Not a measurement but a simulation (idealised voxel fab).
Process module under the name voxel transistor to metal
Cross-sectional view cut (width: 160 nm; square cell size: 5 nm).
In what follows, cross-sections appear as grids of square cells, described through bands that run from the top down, where every band is one or more rows of cells. Band entry format. Leading values: height of top, height of bottom, nm. Remainder: materials in left-to-right order, each with its width in nm. Special words: "all across" on a single material, which then fills the band edge to edge; "empty", empty space. Heights are expressed relative to 0, this being the level below which the as-received wafer comprises one material exclusively. The lowest band is unbounded in the downward direction and is denoted as in "0..down". A width such as "30 to 40" changes by the same amount from each row of cells to the next, from the band's top row to its bottom row. "remained unchanged" (step): cross-section cells unchanged, all of them. "Voids, enclosed" enumerates empty spaces isolated from the top, with no open way to it, that contain at least 8 cells, giving each as width x height at distance from the left edge, all three in nm. Step line, after settings: the simulator's comment on this step. Each step line may optionally specify "overlay nm", which for a step with a mask gives the rightward distance between the mask's planned place and where it lay, a negative value indicating the leftward direction.

Below is the list of planned process steps
1: RECEIVE, material Si
2: CONFORMAL_DEP, material SiO2, thk nm 5
3: CONFORMAL_DEP, material SiN, thk nm 10
4: MASKED_ETCH, tone cover, mask id ACTIVE, width nm 115, etch materials SiN, depth nm 10, overlay nm 0
5: MASKED_ETCH, tone cover, mask id ACTIVE, width nm 115, etch materials SiO2, depth nm 5, overlay nm 0
6: MASKED_ETCH, tone cover, mask id ACTIVE, width nm 115, etch materials Si, depth nm 30, overlay nm 0
7: OXIDIZE, depth nm 5
8: FILL_DEP, material SiO2, thk nm 15
9: CMP, height nm 15
10: SELECTIVE_ETCH, etch materials SiO2, depth nm 10
11: STRIP, etch materials SiN
12: SELECTIVE_ETCH, etch materials SiO2, depth nm 5
13: OXIDIZE, depth nm 5
14: DIRECTIONAL_DEP, material polySi, thk nm 25
15: DIRECTIONAL_DEP, material SiCN, thk nm 10
16: PATTERN, tone cover, mask id GATE, material resist, width nm 25, thk nm 20, overlay nm 0
17: DIRECTIONAL_ETCH, etch materials SiCN, depth nm 20
18: DIRECTIONAL_ETCH, etch materials polySi, depth nm 35
19: STRIP, etch materials resist
20: CONFORMAL_DEP, material SiO2, thk nm 5
21: DIRECTIONAL_ETCH, etch materials SiO2, depth nm 5
22: CONFORMAL_DEP, material SiN, thk nm 5
23: DIRECTIONAL_ETCH, etch materials SiN, depth nm 5
24: DIRECTIONAL_ETCH, etch materials SiO2, depth nm 5
25: EPI, material pSi, thk nm 5
26: FILL_DEP, material SiO2, thk nm 10
27: CMP, height nm 35
28: DIRECTIONAL_DEP, material SiO2, thk nm 10
29: MASKED_ETCH, tone open, mask id CONTACT, width nm 35, pitch nm 70, etch materials SiO2, depth nm 45, overlay nm 0
30: CONFORMAL_DEP, material TiN, thk nm 5
31: FILL_DEP, material Ru, thk nm 10
32: CMP, height nm 45
33: CONFORMAL_DEP, material SiN, thk nm 5
34: DIRECTIONAL_DEP, material lowk, thk nm 20
35: PATTERN, tone open, mask id METAL_1, material resist, width nm 20, pitch nm 85, thk nm 20, overlay nm 0
36: DIRECTIONAL_ETCH, etch materials lowk, depth nm 20
37: DIRECTIONAL_ETCH, etch materials SiN, depth nm 5
38: STRIP, etch materials resist
39: CONFORMAL_DEP, material TiN, thk nm 5
40: FILL_DEP, material W, thk nm 5
41: CMP, height nm 70
42: EPI, material Ru, thk nm 5
43: FILL_DEP, material SiCN, thk nm 5

First wafer out of two, processed as planned

Incoming wafer in cross-section (state: after step 1)
  0..down = Si all across
  Voids, enclosed: none

State of the wafer after step 2, shown in cross-section
  5..0 = SiO2 all across
  Below 0 it's all the same as before, nothing changed down there.

State of the wafer after step 3, shown in cross-section
  15..5 = SiN all across
  Below 5 it's all the same as before, nothing changed down there.

State of the wafer after step 4, shown in cross-section
  15..5 = 20 of empty / 115 of SiN / 25 of empty
  Below 5 it's all the same as before, nothing changed down there.

State of the wafer after step 5, shown in cross-section
  15..5 = 20 of empty / 115 of SiN / 25 of empty
  5..0 = 20 of empty / 115 of SiO2 / 25 of empty
  Below 0 it's all the same as before, nothing changed down there.

State of the wafer after step 6, shown in cross-section
  15..5 = 20 of empty / 115 of SiN / 25 of empty
  5..0 = 20 of empty / 115 of SiO2 / 25 of empty
  0..-30 = 20 of empty / 115 of Si / 25 of empty
  Below -30 it's all the same as before, nothing changed down there.

State of the wafer after step 7, shown in cross-section
  15..5 = 20 of empty / 115 of SiN / 25 of empty
  5..0 = 20 of empty / 115 of SiO2 / 25 of empty
  0..-30 = 20 of empty / 5 of SiO2 / 105 of Si / 5 of SiO2 / 25 of empty
  -30..-35 = 25 of SiO2 / 105 of Si / 30 of SiO2
  Below -35 it's all the same as before, nothing changed down there.

State of the wafer after step 8, shown in cross-section
  30..15 = SiO2 all across
  15..5 = 20 of SiO2 / 115 of SiN / 25 of SiO2
  5..0 = SiO2 all across
  0..-35 = 25 of SiO2 / 105 of Si / 30 of SiO2
  Below -35 it's all the same as before, nothing changed down there.

State of the wafer after step 9, shown in cross-section
  15..5 = 20 of SiO2 / 115 of SiN / 25 of SiO2
  Below 5 it's all the same as before, nothing changed down there.

State of the wafer after step 10, shown in cross-section
  15..5 = 20 of empty / 115 of SiN / 25 of empty
  Below 5 it's all the same as before, nothing changed down there.

State of the wafer after step 11, shown in cross-section
  5..0 = SiO2 all across
  Below 0 it's all the same as before, nothing changed down there.

State of the wafer after step 12, shown in cross-section
  0..-35 = 25 of SiO2 / 105 of Si / 30 of SiO2
  Below -35 it's all the same as before, nothing changed down there.

State of the wafer after step 13, shown in cross-section
  0..-5 = SiO2 all across
  Below -5 it's all the same as before, nothing changed down there.

State of the wafer after step 14, shown in cross-section
  25..0 = polySi all across
  Below 0 it's all the same as before, nothing changed down there.

State of the wafer after step 15, shown in cross-section
  35..25 = SiCN all across
  Below 25 it's all the same as before, nothing changed down there.

State of the wafer after step 16, shown in cross-section
  55..35 = 65 of empty / 25 of resist / 70 of empty
  Below 35 it's all the same as before, nothing changed down there.

State of the wafer after step 17, shown in cross-section
  55..35 = 65 of empty / 25 of resist / 70 of empty
  35..25 = 65 of empty / 25 of SiCN / 70 of empty
  Below 25 it's all the same as before, nothing changed down there.

State of the wafer after step 18, shown in cross-section
  55..35 = 65 of empty / 25 of resist / 70 of empty
  35..25 = 65 of empty / 25 of SiCN / 70 of empty
  25..0 = 65 of empty / 25 of polySi / 70 of empty
  Below 0 it's all the same as before, nothing changed down there.

State of the wafer after step 19, shown in cross-section
  35..25 = 65 of empty / 25 of SiCN / 70 of empty
  Below 25 it's all the same as before, nothing changed down there.

State of the wafer after step 20, shown in cross-section
  40..35 = 60 of empty / 35 of SiO2 / 65 of empty
  35..25 = 60 of empty / 5 of SiO2 / 25 of SiCN / 5 of SiO2 / 65 of empty
  25..5 = 60 of empty / 5 of SiO2 / 25 of polySi / 5 of SiO2 / 65 of empty
  5..0 = 65 of SiO2 / 25 of polySi / 70 of SiO2
  Below 0 it's all the same as before, nothing changed down there.

State of the wafer after step 21, shown in cross-section
  35..25 = 60 of empty / 5 of SiO2 / 25 of SiCN / 5 of SiO2 / 65 of empty
  25..0 = 60 of empty / 5 of SiO2 / 25 of polySi / 5 of SiO2 / 65 of empty
  Below 0 it's all the same as before, nothing changed down there.

State of the wafer after step 22, shown in cross-section
  40..35 = 55 of empty / 45 of SiN / 60 of empty
  35..25 = 55 of empty / 5 of SiN / 5 of SiO2 / 25 of SiCN / 5 of SiO2 / 5 of SiN / 60 of empty
  25..5 = 55 of empty / 5 of SiN / 5 of SiO2 / 25 of polySi / 5 of SiO2 / 5 of SiN / 60 of empty
  5..0 = 60 of SiN / 5 of SiO2 / 25 of polySi / 5 of SiO2 / 65 of SiN
  Below 0 it's all the same as before, nothing changed down there.

State of the wafer after step 23, shown in cross-section
  35..25 = 55 of empty / 5 of SiN / 5 of SiO2 / 25 of SiCN / 5 of SiO2 / 5 of SiN / 60 of empty
  25..0 = 55 of empty / 5 of SiN / 5 of SiO2 / 25 of polySi / 5 of SiO2 / 5 of SiN / 60 of empty
  Below 0 it's all the same as before, nothing changed down there.

State of the wafer after step 24, shown in cross-section
  35..30 = 55 of empty / 5 of SiN / 5 of empty / 25 of SiCN / 5 of empty / 5 of SiN / 60 of empty
  30..25 = 55 of empty / 5 of SiN / 5 of SiO2 / 25 of SiCN / 5 of SiO2 / 5 of SiN / 60 of empty
  25..0 = 55 of empty / 5 of SiN / 5 of SiO2 / 25 of polySi / 5 of SiO2 / 5 of SiN / 60 of empty
  0..-5 = 55 of empty / 45 of SiO2 / 60 of empty
  Below -5 it's all the same as before, nothing changed down there.

State of the wafer after step 25, shown in cross-section
  35..30 = 55 of empty / 5 of SiN / 5 of empty / 25 of SiCN / 5 of empty / 5 of SiN / 60 of empty
  30..25 = 55 of empty / 5 of SiN / 5 of SiO2 / 25 of SiCN / 5 of SiO2 / 5 of SiN / 60 of empty
  25..0 = 55 of empty / 5 of SiN / 5 of SiO2 / 25 of polySi / 5 of SiO2 / 5 of SiN / 60 of empty
  0..-5 = 20 of empty / 35 of pSi / 45 of SiO2 / 35 of pSi / 25 of empty
  Below -5 it's all the same as before, nothing changed down there.

State of the wafer after step 26, shown in cross-section
  45..35 = SiO2 all across
  35..25 = 55 of SiO2 / 5 of SiN / 5 of SiO2 / 25 of SiCN / 5 of SiO2 / 5 of SiN / 60 of SiO2
  25..0 = 55 of SiO2 / 5 of SiN / 5 of SiO2 / 25 of polySi / 5 of SiO2 / 5 of SiN / 60 of SiO2
  0..-5 = 20 of SiO2 / 35 of pSi / 45 of SiO2 / 35 of pSi / 25 of SiO2
  Below -5 it's all the same as before, nothing changed down there.

State of the wafer after step 27, shown in cross-section
  35..25 = 55 of SiO2 / 5 of SiN / 5 of SiO2 / 25 of SiCN / 5 of SiO2 / 5 of SiN / 60 of SiO2
  Below 25 it's all the same as before, nothing changed down there.

State of the wafer after step 28, shown in cross-section
  45..35 = SiO2 all across
  Below 35 it's all the same as before, nothing changed down there.

State of the wafer after step 29, shown in cross-section
  45..35 = 25 of SiO2 / 35 of empty / 35 of SiO2 / 35 of empty / 30 of SiO2
  35..25 = 25 of SiO2 / 30 of empty / 5 of SiN / 5 of SiO2 / 25 of SiCN / 5 of SiO2 / 5 of SiN / 30 of empty / 30 of SiO2
  25..0 = 25 of SiO2 / 30 of empty / 5 of SiN / 5 of SiO2 / 25 of polySi / 5 of SiO2 / 5 of SiN / 30 of empty / 30 of SiO2
  Below 0 it's all the same as before, nothing changed down there.

State of the wafer after step 30, shown in cross-section
  50..45 = 30 of TiN / 25 of empty / 45 of TiN / 25 of empty / 35 of TiN
  45..35 = 25 of SiO2 / 5 of TiN / 25 to 20 of empty / 5 to 10 of TiN / 35 of SiO2 / 5 to 10 of TiN / 25 to 20 of empty / 5 of TiN / 30 of SiO2
  35..25 = 25 of SiO2 / 5 of TiN / 20 of empty / 5 of TiN / 5 of SiN / 5 of SiO2 / 25 of SiCN / 5 of SiO2 / 5 of SiN / 5 of TiN / 20 of empty / 5 of TiN / 30 of SiO2
  25..5 = 25 of SiO2 / 5 of TiN / 20 of empty / 5 of TiN / 5 of SiN / 5 of SiO2 / 25 of polySi / 5 of SiO2 / 5 of SiN / 5 of TiN / 20 of empty / 5 of TiN / 30 of SiO2
  5..0 = 25 of SiO2 / 30 of TiN / 5 of SiN / 5 of SiO2 / 25 of polySi / 5 of SiO2 / 5 of SiN / 30 of TiN / 30 of SiO2
  Below 0 it's all the same as before, nothing changed down there.

State of the wafer after step 31, shown in cross-section
  60..50 = Ru all across
  50..45 = 30 of TiN / 25 of Ru / 45 of TiN / 25 of Ru / 35 of TiN
  45..35 = 25 of SiO2 / 5 of TiN / 25 to 20 of Ru / 5 to 10 of TiN / 35 of SiO2 / 5 to 10 of TiN / 25 to 20 of Ru / 5 of TiN / 30 of SiO2
  35..25 = 25 of SiO2 / 5 of TiN / 20 of Ru / 5 of TiN / 5 of SiN / 5 of SiO2 / 25 of SiCN / 5 of SiO2 / 5 of SiN / 5 of TiN / 20 of Ru / 5 of TiN / 30 of SiO2
  25..5 = 25 of SiO2 / 5 of TiN / 20 of Ru / 5 of TiN / 5 of SiN / 5 of SiO2 / 25 of polySi / 5 of SiO2 / 5 of SiN / 5 of TiN / 20 of Ru / 5 of TiN / 30 of SiO2
  Below 5 it's all the same as before, nothing changed down there.

State of the wafer after step 32, shown in cross-section
  45..35 = 25 of SiO2 / 5 of TiN / 25 to 20 of Ru / 5 to 10 of TiN / 35 of SiO2 / 5 to 10 of TiN / 25 to 20 of Ru / 5 of TiN / 30 of SiO2
  Below 35 it's all the same as before, nothing changed down there.

State of the wafer after step 33, shown in cross-section
  50..45 = SiN all across
  Below 45 it's all the same as before, nothing changed down there.

State of the wafer after step 34, shown in cross-section
  70..50 = lowk all across
  Below 50 it's all the same as before, nothing changed down there.

State of the wafer after step 35, shown in cross-section
  90..70 = 25 of resist / 20 of empty / 65 of resist / 20 of empty / 30 of resist
  Below 70 it's all the same as before, nothing changed down there.

State of the wafer after step 36, shown in cross-section
  90..70 = 25 of resist / 20 of empty / 65 of resist / 20 of empty / 30 of resist
  70..50 = 25 of lowk / 20 of empty / 65 of lowk / 20 of empty / 30 of lowk
  Below 50 it's all the same as before, nothing changed down there.

State of the wafer after step 37, shown in cross-section
  90..70 = 25 of resist / 20 of empty / 65 of resist / 20 of empty / 30 of resist
  70..50 = 25 of lowk / 20 of empty / 65 of lowk / 20 of empty / 30 of lowk
  50..45 = 25 of SiN / 20 of empty / 65 of SiN / 20 of empty / 30 of SiN
  Below 45 it's all the same as before, nothing changed down there.

State of the wafer after step 38, shown in cross-section
  70..50 = 25 of lowk / 20 of empty / 65 of lowk / 20 of empty / 30 of lowk
  Below 50 it's all the same as before, nothing changed down there.

State of the wafer after step 39, shown in cross-section
  75..70 = 30 of TiN / 10 of empty / 75 of TiN / 10 of empty / 35 of TiN
  70..50 = 25 of lowk / 5 of TiN / 10 of empty / 5 of TiN / 65 of lowk / 5 of TiN / 10 of empty / 5 of TiN / 30 of lowk
  50..45 = 25 of SiN / 20 of TiN / 65 of SiN / 20 of TiN / 30 of SiN
  Below 45 it's all the same as before, nothing changed down there.

State of the wafer after step 40, shown in cross-section
  80..75 = W all across
  75..70 = 30 of TiN / 10 of W / 75 of TiN / 10 of W / 35 of TiN
  70..50 = 25 of lowk / 5 of TiN / 10 of W / 5 of TiN / 65 of lowk / 5 of TiN / 10 of W / 5 of TiN / 30 of lowk
  Below 50 it's all the same as before, nothing changed down there.

State of the wafer after step 41, shown in cross-section
  70..50 = 25 of lowk / 5 of TiN / 10 of W / 5 of TiN / 65 of lowk / 5 of TiN / 10 of W / 5 of TiN / 30 of lowk
  Below 50 it's all the same as before, nothing changed down there.

State of the wafer after step 42, shown in cross-section
  75..70 = 20 of empty / 30 of Ru / 55 of empty / 30 of Ru / 25 of empty
  Below 70 it's all the same as before, nothing changed down there.

State of the wafer after step 43, shown in cross-section
  80..75 = SiCN all across
  75..70 = 20 of SiCN / 30 of Ru / 55 of SiCN / 30 of Ru / 25 of SiCN
  Below 70 it's all the same as before, nothing changed down there.

Second wafer. Start and plan as for the first. One mistake made in running. Agrees with the first up to and including step 21

Second wafer at the planned finish of step 22, seen in cross-section: remained unchanged

Second wafer at the planned finish of step 23, seen in cross-section: remained unchanged

Second wafer at the planned finish of step 24, seen in cross-section
  35..30 = 65 of empty / 25 of SiCN / 70 of empty
  30..25 = 60 of empty / 5 of SiO2 / 25 of SiCN / 5 of SiO2 / 65 of empty
  25..0 = 60 of empty / 5 of SiO2 / 25 of polySi / 5 of SiO2 / 65 of empty
  0..-5 = 60 of empty / 35 of SiO2 / 65 of empty
  Below -5 it's all the same as before, nothing changed down there.

Second wafer at the planned finish of step 25, seen in cross-section
  35..30 = 65 of empty / 25 of SiCN / 70 of empty
  30..25 = 60 of empty / 5 of SiO2 / 25 of SiCN / 5 of SiO2 / 65 of empty
  25..0 = 60 of empty / 5 of SiO2 / 25 of polySi / 5 of SiO2 / 65 of empty
  0..-5 = 20 of empty / 40 of pSi / 35 of SiO2 / 40 of pSi / 25 of empty
  Below -5 it's all the same as before, nothing changed down there.

Second wafer at the planned finish of step 26, seen in cross-section
  45..35 = SiO2 all across
  35..25 = 65 of SiO2 / 25 of SiCN / 70 of SiO2
  25..0 = 65 of SiO2 / 25 of polySi / 70 of SiO2
  0..-5 = 20 of SiO2 / 40 of pSi / 35 of SiO2 / 40 of pSi / 25 of SiO2
  Below -5 it's all the same as before, nothing changed down there.

Second wafer at the planned finish of step 27, seen in cross-section
  35..25 = 65 of SiO2 / 25 of SiCN / 70 of SiO2
  Below 25 it's all the same as before, nothing changed down there.

Second wafer at the planned finish of step 28, seen in cross-section
  45..35 = SiO2 all across
  Below 35 it's all the same as before, nothing changed down there.

Second wafer at the planned finish of step 29, seen in cross-section
  45..35 = 25 of SiO2 / 35 of empty / 35 of SiO2 / 35 of empty / 30 of SiO2
  35..25 = 25 of SiO2 / 35 of empty / 5 of SiO2 / 25 of SiCN / 5 of SiO2 / 35 of empty / 30 of SiO2
  25..0 = 25 of SiO2 / 35 of empty / 5 of SiO2 / 25 of polySi / 5 of SiO2 / 35 of empty / 30 of SiO2
  Below 0 it's all the same as before, nothing changed down there.

Second wafer at the planned finish of step 30, seen in cross-section
  50..45 = 30 of TiN / 25 of empty / 45 of TiN / 25 of empty / 35 of TiN
  45..35 = 25 of SiO2 / 5 of TiN / 25 of empty / 5 of TiN / 35 of SiO2 / 5 of TiN / 25 of empty / 5 of TiN / 30 of SiO2
  35..25 = 25 of SiO2 / 5 of TiN / 25 of empty / 5 of TiN / 5 of SiO2 / 25 of SiCN / 5 of SiO2 / 5 of TiN / 25 of empty / 5 of TiN / 30 of SiO2
  25..5 = 25 of SiO2 / 5 of TiN / 25 of empty / 5 of TiN / 5 of SiO2 / 25 of polySi / 5 of SiO2 / 5 of TiN / 25 of empty / 5 of TiN / 30 of SiO2
  5..0 = 25 of SiO2 / 35 of TiN / 5 of SiO2 / 25 of polySi / 5 of SiO2 / 35 of TiN / 30 of SiO2
  Below 0 it's all the same as before, nothing changed down there.

Second wafer at the planned finish of step 31, seen in cross-section
  60..50 = Ru all across
  50..45 = 30 of TiN / 25 of Ru / 45 of TiN / 25 of Ru / 35 of TiN
  45..35 = 25 of SiO2 / 5 of TiN / 25 of Ru / 5 of TiN / 35 of SiO2 / 5 of TiN / 25 of Ru / 5 of TiN / 30 of SiO2
  35..25 = 25 of SiO2 / 5 of TiN / 25 of Ru / 5 of TiN / 5 of SiO2 / 25 of SiCN / 5 of SiO2 / 5 of TiN / 25 of Ru / 5 of TiN / 30 of SiO2
  25..5 = 25 of SiO2 / 5 of TiN / 25 of Ru / 5 of TiN / 5 of SiO2 / 25 of polySi / 5 of SiO2 / 5 of TiN / 25 of Ru / 5 of TiN / 30 of SiO2
  Below 5 it's all the same as before, nothing changed down there.

Second wafer at the planned finish of step 32, seen in cross-section
  45..35 = 25 of SiO2 / 5 of TiN / 25 of Ru / 5 of TiN / 35 of SiO2 / 5 of TiN / 25 of Ru / 5 of TiN / 30 of SiO2
  Below 35 it's all the same as before, nothing changed down there.

Second wafer at the planned finish of step 33, seen in cross-section
  50..45 = SiN all across
  Below 45 it's all the same as before, nothing changed down there.

Second wafer at the planned finish of step 34, seen in cross-section
  70..50 = lowk all across
  Below 50 it's all the same as before, nothing changed down there.

Second wafer at the planned finish of step 35, seen in cross-section
  90..70 = 25 of resist / 20 of empty / 65 of resist / 20 of empty / 30 of resist
  Below 70 it's all the same as before, nothing changed down there.

Second wafer at the planned finish of step 36, seen in cross-section
  90..70 = 25 of resist / 20 of empty / 65 of resist / 20 of empty / 30 of resist
  70..50 = 25 of lowk / 20 of empty / 65 of lowk / 20 of empty / 30 of lowk
  Below 50 it's all the same as before, nothing changed down there.

Second wafer at the planned finish of step 37, seen in cross-section
  90..70 = 25 of resist / 20 of empty / 65 of resist / 20 of empty / 30 of resist
  70..50 = 25 of lowk / 20 of empty / 65 of lowk / 20 of empty / 30 of lowk
  50..45 = 25 of SiN / 20 of empty / 65 of SiN / 20 of empty / 30 of SiN
  Below 45 it's all the same as before, nothing changed down there.

Second wafer at the planned finish of step 38, seen in cross-section
  70..50 = 25 of lowk / 20 of empty / 65 of lowk / 20 of empty / 30 of lowk
  Below 50 it's all the same as before, nothing changed down there.

Second wafer at the planned finish of step 39, seen in cross-section
  75..70 = 30 of TiN / 10 of empty / 75 of TiN / 10 of empty / 35 of TiN
  70..50 = 25 of lowk / 5 of TiN / 10 of empty / 5 of TiN / 65 of lowk / 5 of TiN / 10 of empty / 5 of TiN / 30 of lowk
  50..45 = 25 of SiN / 20 of TiN / 65 of SiN / 20 of TiN / 30 of SiN
  Below 45 it's all the same as before, nothing changed down there.

Second wafer at the planned finish of step 40, seen in cross-section
  80..75 = W all across
  75..70 = 30 of TiN / 10 of W / 75 of TiN / 10 of W / 35 of TiN
  70..50 = 25 of lowk / 5 of TiN / 10 of W / 5 of TiN / 65 of lowk / 5 of TiN / 10 of W / 5 of TiN / 30 of lowk
  Below 50 it's all the same as before, nothing changed down there.

Second wafer at the planned finish of step 41, seen in cross-section
  70..50 = 25 of lowk / 5 of TiN / 10 of W / 5 of TiN / 65 of lowk / 5 of TiN / 10 of W / 5 of TiN / 30 of lowk
  Below 50 it's all the same as before, nothing changed down there.

Second wafer at the planned finish of step 42, seen in cross-section
  75..70 = 20 of empty / 30 of Ru / 55 of empty / 30 of Ru / 25 of empty
  Below 70 it's all the same as before, nothing changed down there.

Second wafer at the planned finish of step 43, seen in cross-section
  80..75 = SiCN all across
  75..70 = 20 of SiCN / 30 of Ru / 55 of SiCN / 30 of Ru / 25 of SiCN
  Below 70 it's all the same as before, nothing changed down there.
Plan not followed: plan step 22 skipped
Once processing is complete, comparing cell counts shows that the second wafer has more or fewer of certain materials than the first: Ru +14; SiN -14; SiO2 -2; pSi +2
